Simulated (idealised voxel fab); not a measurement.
Process module name: voxel transistor to metal
Xsec cut, 165 nm wide, square cell size 5 nm.
This document writes a cross-section as a grid whose cells are square, and gives it as bands, listed from the top down; one or more rows of cells form a band.
Look at the band entry: it leads with the top's height and the bottom's height in nm. Then it lists the materials left to right, with a width in nm for each. The word "everywhere" on a single material says that material fills the band edge to edge. The word "air" is empty space.
A quick word on heights: they are counted from 0, and under that level the wafer as it came to us is one material throughout. The lowest band is different from the rest in having no bottom; it simply continues downward, written as in "0 down".
Note: "30 to 40" means the width goes from the first number (top row of the band) to the second number (bottom row) in equal steps per row of cells.
Step marked "remains unaltered"? Then no cell in the cross-section changed in it.
"Fully sealed voids": empty spaces of 8 cells or more with no open way to the top, each given as width x height at distance, distance from the left edge, all in nm.
Whatever follows a step's settings on its line is a remark the simulator itself makes about that step.
What "overlay nm" on a step's line means: if the step has a mask, that mask lay this far to the right of its planned place, or, when the value is negative, to the left.

### Below is the list of planned process steps
1,RECEIVE: material Si
2,OXIDIZE: depth nm 5
3,CONFORMAL_DEP: material SiN, thk nm 10
4,MASKED_ETCH: tone cover, mask id ACTIVE, width nm 115, etch materials SiN, depth nm 10, overlay nm 0
5,MASKED_ETCH: tone cover, mask id ACTIVE, width nm 115, etch materials SiO2, depth nm 5, overlay nm 0
6,MASKED_ETCH: tone cover, mask id ACTIVE, width nm 115, etch materials Si, depth nm 35, overlay nm 0
7,OXIDIZE: depth nm 5
8,FILL_DEP: material SiO2, thk nm 15
9,CMP: height nm 10
10,SELECTIVE_ETCH: etch materials SiO2, depth nm 10
11,STRIP: etch materials SiN
12,SELECTIVE_ETCH: etch materials SiO2, depth nm 5
13,OXIDIZE: depth nm 5
14,DIRECTIONAL_DEP: material polySi, thk nm 25
15,DIRECTIONAL_DEP: material SiCN, thk nm 10
16,MASKED_ETCH: tone cover, mask id GATE, width nm 35, etch materials SiCN, depth nm 20, overlay nm 0
17,MASKED_ETCH: tone cover, mask id GATE, width nm 35, etch materials polySi, depth nm 35, overlay nm 0
18,CONFORMAL_DEP: material SiN, thk nm 10
19,DIRECTIONAL_ETCH: etch materials SiN, depth nm 10
20,DIRECTIONAL_ETCH: etch materials SiO2, depth nm 5
21,DIRECTIONAL_ETCH: etch materials Si, depth nm 5
22,EPI: material SiGe, thk nm 5
23,FILL_DEP: material SiO2, thk nm 10
24,CMP: height nm 20
25,STRIP: etch materials polySi
26,SELECTIVE_ETCH: etch materials SiO2, depth nm 5
27,CONFORMAL_DEP: material HfO2, thk nm 5
28,CONFORMAL_DEP: material TiN, thk nm 5
29,FILL_DEP: material W, thk nm 5
30,CMP: height nm 15
31,DIRECTIONAL_DEP: material SiO2, thk nm 10
32,DIRECTIONAL_DEP: material aC, thk nm 10
33,PATTERN: tone open, mask id CONTACT, material resist, width nm 20, pitch nm 85, thk nm 30, overlay nm 0
34,DIRECTIONAL_ETCH: etch materials aC, depth nm 10
35,STRIP: etch materials resist
36,DIRECTIONAL_ETCH: etch materials SiO2, depth nm 35
37,STRIP: etch materials aC
38,CONFORMAL_DEP: material TiN, thk nm 5
39,FILL_DEP: material W, thk nm 5
40,CMP: height nm 25
41,DIRECTIONAL_DEP: material TiN, thk nm 5
42,DIRECTIONAL_DEP: material W, thk nm 25
43,MASKED_ETCH: tone cover, mask id METAL_1, width nm 20, pitch nm 85, etch materials W, depth nm 25, overlay nm 0
44,MASKED_ETCH: tone cover, mask id METAL_1, width nm 20, pitch nm 85, etch materials TiN, depth nm 5, overlay nm 0
45,CONFORMAL_DEP: material SiN, thk nm 5
46,FILL_DEP: material lowk, thk nm 5
47,CMP: height nm 55
48,CONFORMAL_DEP: material SiCN, thk nm 5

### Cross-section of the wafer at receipt, which is the condition after step 1
    0 down = Si everywhere
    Fully sealed voids: none

### Cross-section taken at module completion on the first of two wafers; processed per the plan
    60 to 55 = SiCN everywhere
    55 to 30 = lowk 25 nm, then SiN 5 nm, then W 20 nm, then SiN 5 nm, then lowk 55 nm, then SiN 5 nm, then W 20 nm, then SiN 5 nm, then lowk 25 nm
    30 to 25 = SiN 30 nm, then TiN 20 nm, then SiN 65 nm, then TiN 20 nm, then SiN 30 nm
    25 to 15 = SiO2 30 nm, then TiN 5 nm, then W 10 nm, then TiN 5 nm, then SiO2 65 nm, then TiN 5 nm, then W 10 nm, then TiN 5 nm, then SiO2 30 nm
    15 to 0 = SiO2 30 nm, then TiN 5 nm, then W 10 nm, then TiN 5 nm, then SiO2 5 nm, then SiN 10 nm, then HfO2 5 nm, then TiN 5 nm, then W 15 nm, then TiN 5 nm, then HfO2 5 nm, then SiN 10 nm, then SiO2 5 nm, then TiN 5 nm, then W 10 nm, then TiN 5 nm, then SiO2 30 nm
    0 to -5 = SiO2 30 nm, then TiN 5 nm, then W 10 nm, then TiN 5 nm, then SiO2 5 nm, then SiN 10 nm, then HfO2 5 nm, then TiN 25 nm, then HfO2 5 nm, then SiN 10 nm, then SiO2 5 nm, then TiN 5 nm, then W 10 nm, then TiN 5 nm, then SiO2 30 nm
    -5 to -10 = SiO2 30 nm, then TiN 20 nm, then SiGe 5 nm, then SiO2 5 nm, then HfO2 45 nm, then SiO2 5 nm, then SiGe 5 nm, then TiN 20 nm, then SiO2 30 nm
    -10 to -15 = SiO2 30 nm, then SiGe 25 nm, then Si 55 nm, then SiGe 25 nm, then SiO2 30 nm
    -15 to -45 = SiO2 30 nm, then Si 105 nm, then SiO2 30 nm
    -45 down = Si everywhere
    Fully sealed voids: none

### What the second wafer looks like in cross-section once the module is done. Its start and its plan matched the first wafer's exactly; what differed was one mistake in how it was run
    60 to 55 = SiCN everywhere
    55 to 30 = lowk 25 nm, then SiN 5 nm, then W 20 nm, then SiN 5 nm, then lowk 55 nm, then SiN 5 nm, then W 20 nm, then SiN 5 nm, then lowk 25 nm
    30 to 25 = SiN 30 nm, then TiN 20 nm, then SiN 65 nm, then TiN 20 nm, then SiN 30 nm
    25 to 15 = SiO2 35 nm, then TiN 5 nm, then W 10 nm, then TiN 5 nm, then SiO2 65 nm, then TiN 5 nm, then W 10 nm, then TiN 5 nm, then SiO2 25 nm
    15 to 0 = SiO2 35 nm, then TiN 5 nm, then W 10 nm, then TiN 5 nm, then SiN 10 nm, then HfO2 5 nm, then TiN 5 nm, then W 15 nm, then TiN 5 nm, then HfO2 5 nm, then SiN 10 nm, then SiO2 10 nm, then TiN 5 nm, then W 10 nm, then TiN 5 nm, then SiO2 25 nm
    0 to -5 = SiO2 35 nm, then TiN 5 nm, then W 5 nm, then TiN 10 nm, then SiN 10 nm, then HfO2 5 nm, then TiN 25 nm, then HfO2 5 nm, then SiN 10 nm, then SiO2 10 nm, then TiN 5 nm, then W 10 nm, then TiN 5 nm, then SiO2 25 nm
    -5 to -10 = SiO2 35 nm, then TiN 15 nm, then SiGe 5 nm, then SiO2 5 nm, then HfO2 45 nm, then SiO2 5 nm, then SiGe 5 nm, then SiO2 5 nm, then TiN 20 nm, then SiO2 25 nm
    -10 to -15 = SiO2 30 nm, then SiGe 25 nm, then Si 55 nm, then SiGe 25 nm, then SiO2 30 nm
    -15 to -45 = SiO2 30 nm, then Si 105 nm, then SiO2 30 nm
    -45 down = Si everywhere
    Fully sealed voids: none
Misprocessing identified: heads up, step 33 didn't go per plan, it actually ran as PATTERN: tone open, mask id CONTACT, material resist, width nm 20, pitch nm 85, thk nm 30, overlay nm 5
Counted in cells at the end, the second wafer holds more or fewer of these materials than the first: 1 more of SiO2, 1 fewer of W
